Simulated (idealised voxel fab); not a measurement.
process module | voxel air gaps
cross-section cut | 225 nm wide | cells 5 nm
A cross-section is a grid of square cells, given in bands from the top down. A band is one or more rows of cells.
Each band's line starts with the height of the band's top and of its bottom, in nm. Then come its materials from left to right, each with its width in nm. One material with "throughout" fills the band from edge to edge. "air" is empty space.
Height 0 is the level under which the wafer as received is all one material. The lowest band goes on downwards, as in "0 down".
A width such as "30 to 40" changes by the same amount from each row of cells to the next, from the band's top row to its bottom row.
"no change" after a step means that no cell of the cross-section changed.
closed voids: empty space of 8 cells or more with no open way to the top, each as width x height at its distance from the left edge, in nm
after a step's settings: what the simulator itself notes on the step
overlay nm, on a step with a mask: how far to the right of its planned place the mask lay; to the left if negative
plan
1 op RECEIVE | material Si
2 op CONFORMAL_DEP | material SiO2 | thk nm 15
3 op CONFORMAL_DEP | material SiN | thk nm 5
4 op DIRECTIONAL_DEP | material lowk | thk nm 30
5 op DIRECTIONAL_DEP | material aC | thk nm 10
6 op PATTERN | tone open | mask id LINES | material resist | width nm 15 | pitch nm 40 | thk nm 25 | overlay nm 0
7 op DIRECTIONAL_ETCH | etch materials aC | depth nm 10
8 op STRIP | etch materials resist
9 op DIRECTIONAL_ETCH | etch materials lowk | depth nm 30
10 op STRIP | etch materials aC
11 op CONFORMAL_DEP | material TiN | thk nm 5
12 op FILL_DEP | material W | thk nm 10
13 op CMP | height nm 50
14 op EPI | material Ru | thk nm 10
15 op SELECTIVE_ETCH | etch materials lowk | depth nm 40
16 op CONFORMAL_DEP | material SiCN | thk nm 5
as received, after step 1
  0 down: Si throughout
  closed voids: none
first wafer at the end, as planned
  65 to 60: air 30 | SiCN 165 | air 30
  60 to 50: air 30 | SiCN 5 | Ru 35 | SiCN 5 | Ru 35 | SiCN 5 | Ru 35 | SiCN 5 | Ru 35 | SiCN 5 | air 30
  50 to 45: air 30 | SiCN 15 | TiN 5 | W 5 | TiN 5 | SiCN 25 | TiN 5 | W 5 | TiN 5 | SiCN 25 | TiN 5 | W 5 | TiN 5 | SiCN 25 | TiN 5 | W 5 | TiN 5 | SiCN 15 | air 30
  45 to 25: air 40 | SiCN 5 | TiN 5 | W 5 | TiN 5 | SiCN 5 | air 15 | SiCN 5 | TiN 5 | W 5 | TiN 5 | SiCN 5 | air 15 | SiCN 5 | TiN 5 | W 5 | TiN 5 | SiCN 5 | air 15 | SiCN 5 | TiN 5 | W 5 | TiN 5 | SiCN 5 | air 40
  25 to 20: SiCN 45 | TiN 15 | SiCN 25 | TiN 15 | SiCN 25 | TiN 15 | SiCN 25 | TiN 15 | SiCN 45
  20 to 15: SiN throughout
  15 to 0: SiO2 throughout
  0 down: Si throughout
  closed voids: 15 x 20 at 65; 15 x 20 at 105; 15 x 20 at 145
second wafer at the end: like start, like plan, one mistake
  65 to 60: air 25 | SiCN 165 | air 35
  60 to 50: air 25 | SiCN 5 | Ru 35 | SiCN 5 | Ru 35 | SiCN 5 | Ru 35 | SiCN 5 | Ru 35 | SiCN 5 | air 35
  50 to 45: air 25 | SiCN 15 | TiN 5 | W 5 | TiN 5 | SiCN 25 | TiN 5 | W 5 | TiN 5 | SiCN 25 | TiN 5 | W 5 | TiN 5 | SiCN 25 | TiN 5 | W 5 | TiN 5 | SiCN 15 | air 35
  45 to 25: air 35 | SiCN 5 | TiN 5 | W 5 | TiN 5 | SiCN 5 | air 15 | SiCN 5 | TiN 5 | W 5 | TiN 5 | SiCN 5 | air 15 | SiCN 5 | TiN 5 | W 5 | TiN 5 | SiCN 5 | air 15 | SiCN 5 | TiN 5 | W 5 | TiN 5 | SiCN 5 | air 45
  25 to 20: SiCN 40 | TiN 15 | SiCN 25 | TiN 15 | SiCN 25 | TiN 15 | SiCN 25 | TiN 15 | SiCN 50
  20 to 15: SiN throughout
  15 to 0: SiO2 throughout
  0 down: Si throughout
  closed voids: 15 x 20 at 60; 15 x 20 at 100; 15 x 20 at 140
what went wrong: step 6 ran as: op PATTERN | tone open | mask id LINES | material resist | width nm 15 | pitch nm 40 | thk nm 25 | overlay nm -5
at the end the second wafer has, in cells: as many of each material as the first, in other places
